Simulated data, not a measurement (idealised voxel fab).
The following process module bears the name voxel transistor to metal.
Displayed cross-section: cut, width of 190 nm, square cells sized 5 nm.
Notation: cross-section as square-cell grid; stated in bands, top first, going down; one or more cell rows per band. The entry gives the band's vertical extent as a top height and a bottom height in nm, then its horizontal make-up as materials from left to right, each with a width in nm. "blank" stands for empty space; a single material marked "all across" fills the band edge to edge. Height 0 is the level under which the wafer as received is all one material. The lowest band goes on downwards, as in "from 0 down". When a width is written as two numbers, as in "30..40", the first number is the width in the top row of cells of the band and the second is the width in its bottom row, and the width changes by the same amount from each row to the next. Step marked "everything unchanged"? Then no cell in the cross-section changed in it. The entry "Entrapped void list" lists the empty spaces that cover at least 8 cells and have no open path to the top. Each is written as width x height at distance, where the distance is measured from the left edge and all three values are in nm. Anything after a step's settings on that line? It's the simulator's own note about the step. "overlay nm" on a masked step: distance the mask lay right of its planned place, negative for left.
## This section lists the process steps that were planned
1. RECEIVE, material Si
2. OXIDIZE, depth nm 5
3. CONFORMAL_DEP, material SiN, thk nm 10
4. MASKED_ETCH, tone cover, mask id ACTIVE, width nm 125, etch materials SiN, depth nm 10, overlay nm 0
5. MASKED_ETCH, tone cover, mask id ACTIVE, width nm 125, etch materials SiO2, depth nm 5, overlay nm 0
6. MASKED_ETCH, tone cover, mask id ACTIVE, width nm 125, etch materials Si, depth nm 20, overlay nm -15
7. OXIDIZE, depth nm 5
8. FILL_DEP, material SiO2, thk nm 5
9. CMP, height nm 10
10. SELECTIVE_ETCH, etch materials SiO2, depth nm 5
11. STRIP, etch materials SiN
12. SELECTIVE_ETCH, etch materials SiO2, depth nm 5
13. OXIDIZE, depth nm 5
14. DIRECTIONAL_DEP, material polySi, thk nm 30
15. DIRECTIONAL_DEP, material SiCN, thk nm 10
16. MASKED_ETCH, tone cover, mask id GATE, width nm 35, etch materials SiCN, depth nm 20, overlay nm 0
17. MASKED_ETCH, tone cover, mask id GATE, width nm 35, etch materials polySi, depth nm 40, overlay nm 0
18. CONFORMAL_DEP, material SiN, thk nm 5
19. DIRECTIONAL_ETCH, etch materials SiN, depth nm 5
20. DIRECTIONAL_ETCH, etch materials SiO2, depth nm 5
21. EPI, material pSi, thk nm 5
22. FILL_DEP, material SiO2, thk nm 10
23. CMP, height nm 25
24. STRIP, etch materials polySi
25. SELECTIVE_ETCH, etch materials SiO2, depth nm 5
26. CONFORMAL_DEP, material HfO2, thk nm 5
27. CONFORMAL_DEP, material TiN, thk nm 5
28. FILL_DEP, material W, thk nm 5
29. CMP, height nm 20
30. DIRECTIONAL_DEP, material SiO2, thk nm 10
31. MASKED_ETCH, tone open, mask id CONTACT, width nm 20, pitch nm 85, etch materials SiO2, depth nm 35, overlay nm 0
32. CONFORMAL_DEP, material TiN, thk nm 5
33. FILL_DEP, material Ru, thk nm 5
34. CMP, height nm 30
35. CONFORMAL_DEP, material SiCN, thk nm 5
36. DIRECTIONAL_DEP, material SiO2, thk nm 25
37. PATTERN, tone open, mask id METAL_1, material resist, width nm 20, pitch nm 85, thk nm 15, overlay nm 0
38. DIRECTIONAL_ETCH, etch materials SiO2, depth nm 25
39. DIRECTIONAL_ETCH, etch materials SiCN, depth nm 5
40. STRIP, etch materials resist
41. CONFORMAL_DEP, material TiN, thk nm 5
42. FILL_DEP, material Cu, thk nm 5
43. CMP, height nm 60
44. EPI, material Ru, thk nm 5
45. FILL_DEP, material SiCN, thk nm 5
46. DIRECTIONAL_DEP, material lowk, thk nm 30
47. PATTERN, tone open, mask id METAL_2_HOLES, material resist, width nm 15, pitch nm 85, thk nm 15, overlay nm 0
48. DIRECTIONAL_ETCH, etch materials lowk, depth nm 30
49. STRIP, etch materials resist
50. PATTERN, tone open, mask id METAL_2, material resist, width nm 20, pitch nm 85, thk nm 15, overlay nm 0
51. DIRECTIONAL_ETCH, etch materials lowk, depth nm 20
52. DIRECTIONAL_ETCH, etch materials SiCN, depth nm 5
53. STRIP, etch materials resist
54. CONFORMAL_DEP, material TiN, thk nm 5
55. FILL_DEP, material Cu, thk nm 5
56. CMP, height nm 100
57. CONFORMAL_DEP, material SiN, thk nm 5
Variable across wafers: step 6 overlay nm (plan value is that of the first wafer; starting state common to all).
## First of several wafers, received after step 1, in cross-section
	from 0 down | Si all across
	Entrapped void list: none
## Post step 57, the closing step of the module: first of several wafers, cross-sectioned
	from 105 to 100 | SiN all across
	from 100 to 85 | lowk 40 nm; TiN 5 nm; Cu 10 nm; TiN 5 nm; lowk 65 nm; TiN 5 nm; Cu 10 nm; TiN 5 nm; lowk 45 nm
	from 85 to 80 | lowk 40 nm; TiN 5 nm; Cu 5 nm; TiN 10 nm; lowk 65 nm; TiN 5 nm; Cu 5 nm; TiN 10 nm; lowk 45 nm
	from 80 to 70 | lowk 40 nm; TiN 5 nm; Cu 5 nm; TiN 5 nm; lowk 70 nm; TiN 5 nm; Cu 5 nm; TiN 5 nm; lowk 50 nm
	from 70 to 65 | SiCN 40 nm; TiN 15 nm; SiCN 70 nm; TiN 15 nm; SiCN 50 nm
	from 65 to 60 | SiCN 35 nm; Ru 30 nm; SiCN 55 nm; Ru 30 nm; SiCN 40 nm
	from 60 to 35 | SiO2 40 nm; TiN 5 nm; Cu 10 nm; TiN 5 nm; SiO2 65 nm; TiN 5 nm; Cu 10 nm; TiN 5 nm; SiO2 45 nm
	from 35 to 30 | SiCN 40 nm; TiN 20 nm; SiCN 65 nm; TiN 20 nm; SiCN 45 nm
	from 30 to 20 | SiO2 40 nm; TiN 5 nm; Ru 10 nm; TiN 5 nm; SiO2 65 nm; TiN 5 nm; Ru 10 nm; TiN 5 nm; SiO2 45 nm
	from 20 to 0 | SiO2 40 nm; TiN 5 nm; Ru 10 nm; TiN 5 nm; SiO2 10 nm; SiN 5 nm; HfO2 5 nm; TiN 5 nm; W 15 nm; TiN 5 nm; HfO2 5 nm; SiN 5 nm; SiO2 10 nm; TiN 5 nm; Ru 10 nm; TiN 5 nm; SiO2 45 nm
	from 0 to -5 | SiO2 25 nm; SiN 5 nm; SiO2 10 nm; TiN 20 nm; SiO2 10 nm; SiN 5 nm; HfO2 5 nm; TiN 25 nm; HfO2 5 nm; SiN 5 nm; SiO2 10 nm; TiN 20 nm; SiO2 10 nm; SiN 5 nm; SiO2 30 nm
	from -5 to -10 | SiO2 30 nm; pSi 40 nm; HfO2 45 nm; pSi 40 nm; SiO2 35 nm
	from -10 to -30 | SiO2 20 nm; Si 130 nm; SiO2 40 nm
	from -30 down | Si all across
	Entrapped void list: none
## End of module, last wafer sectioned
	from 105 to 100 | SiN all across
	from 100 to 85 | lowk 40 nm; TiN 5 nm; Cu 10 nm; TiN 5 nm; lowk 65 nm; TiN 5 nm; Cu 10 nm; TiN 5 nm; lowk 45 nm
	from 85 to 80 | lowk 40 nm; TiN 5 nm; Cu 5 nm; TiN 10 nm; lowk 65 nm; TiN 5 nm; Cu 5 nm; TiN 10 nm; lowk 45 nm
	from 80 to 70 | lowk 40 nm; TiN 5 nm; Cu 5 nm; TiN 5 nm; lowk 70 nm; TiN 5 nm; Cu 5 nm; TiN 5 nm; lowk 50 nm
	from 70 to 65 | SiCN 40 nm; TiN 15 nm; SiCN 70 nm; TiN 15 nm; SiCN 50 nm
	from 65 to 60 | SiCN 35 nm; Ru 30 nm; SiCN 55 nm; Ru 30 nm; SiCN 40 nm
	from 60 to 35 | SiO2 40 nm; TiN 5 nm; Cu 10 nm; TiN 5 nm; SiO2 65 nm; TiN 5 nm; Cu 10 nm; TiN 5 nm; SiO2 45 nm
	from 35 to 30 | SiCN 40 nm; TiN 20 nm; SiCN 65 nm; TiN 20 nm; SiCN 45 nm
	from 30 to 20 | SiO2 40 nm; TiN 5 nm; Ru 10 nm; TiN 5 nm; SiO2 65 nm; TiN 5 nm; Ru 10 nm; TiN 5 nm; SiO2 45 nm
	from 20 to 0 | SiO2 40 nm; TiN 5 nm; Ru 10 nm; TiN 5 nm; SiO2 10 nm; SiN 5 nm; HfO2 5 nm; TiN 5 nm; W 15 nm; TiN 5 nm; HfO2 5 nm; SiN 5 nm; SiO2 10 nm; TiN 5 nm; Ru 10 nm; TiN 5 nm; SiO2 45 nm
	from 0 to -5 | SiO2 25 nm; SiN 5 nm; SiO2 10 nm; TiN 20 nm; SiO2 10 nm; SiN 5 nm; HfO2 5 nm; TiN 25 nm; HfO2 5 nm; SiN 5 nm; SiO2 10 nm; TiN 20 nm; SiO2 10 nm; SiN 5 nm; SiO2 30 nm
	from -5 to -10 | SiO2 30 nm; pSi 40 nm; HfO2 45 nm; pSi 40 nm; SiO2 35 nm
	from -10 to -30 | SiO2 35 nm; Si 130 nm; SiO2 25 nm
	from -30 down | Si all across
	Entrapped void list: none
## Per wafer, end of module: cells gained (+) or lost (-) per material since receipt, then closed voids
overlay nm -15, +38 Cu, +19 HfO2, +36 Ru, -124 Si, +88 SiCN, +50 SiN, +374 SiO2, +105 TiN, +12 W, +184 lowk, +16 pSi, Entrapped void list: none
overlay nm -10, +38 Cu, +19 HfO2, +36 Ru, -128 Si, +88 SiCN, +50 SiN, +378 SiO2, +105 TiN, +12 W, +184 lowk, +16 pSi, Entrapped void list: none
overlay nm -5, +38 Cu, +19 HfO2, +36 Ru, -132 Si, +88 SiCN, +50 SiN, +382 SiO2, +105 TiN, +12 W, +184 lowk, +16 pSi, Entrapped void list: none
overlay nm 0, +38 Cu, +19 HfO2, +36 Ru, -136 Si, +88 SiCN, +50 SiN, +386 SiO2, +105 TiN, +12 W, +184 lowk, +16 pSi, Entrapped void list: none
overlay nm 5, +38 Cu, +19 HfO2, +36 Ru, -132 Si, +88 SiCN, +50 SiN, +382 SiO2, +105 TiN, +12 W, +184 lowk, +16 pSi, Entrapped void list: none
overlay nm 10, +38 Cu, +19 HfO2, +36 Ru, -128 Si, +88 SiCN, +50 SiN, +378 SiO2, +105 TiN, +12 W, +184 lowk, +16 pSi, Entrapped void list: none
overlay nm 15, +38 Cu, +19 HfO2, +36 Ru, -124 Si, +88 SiCN, +50 SiN, +374 SiO2, +105 TiN, +12 W, +184 lowk, +16 pSi, Entrapped void list: none
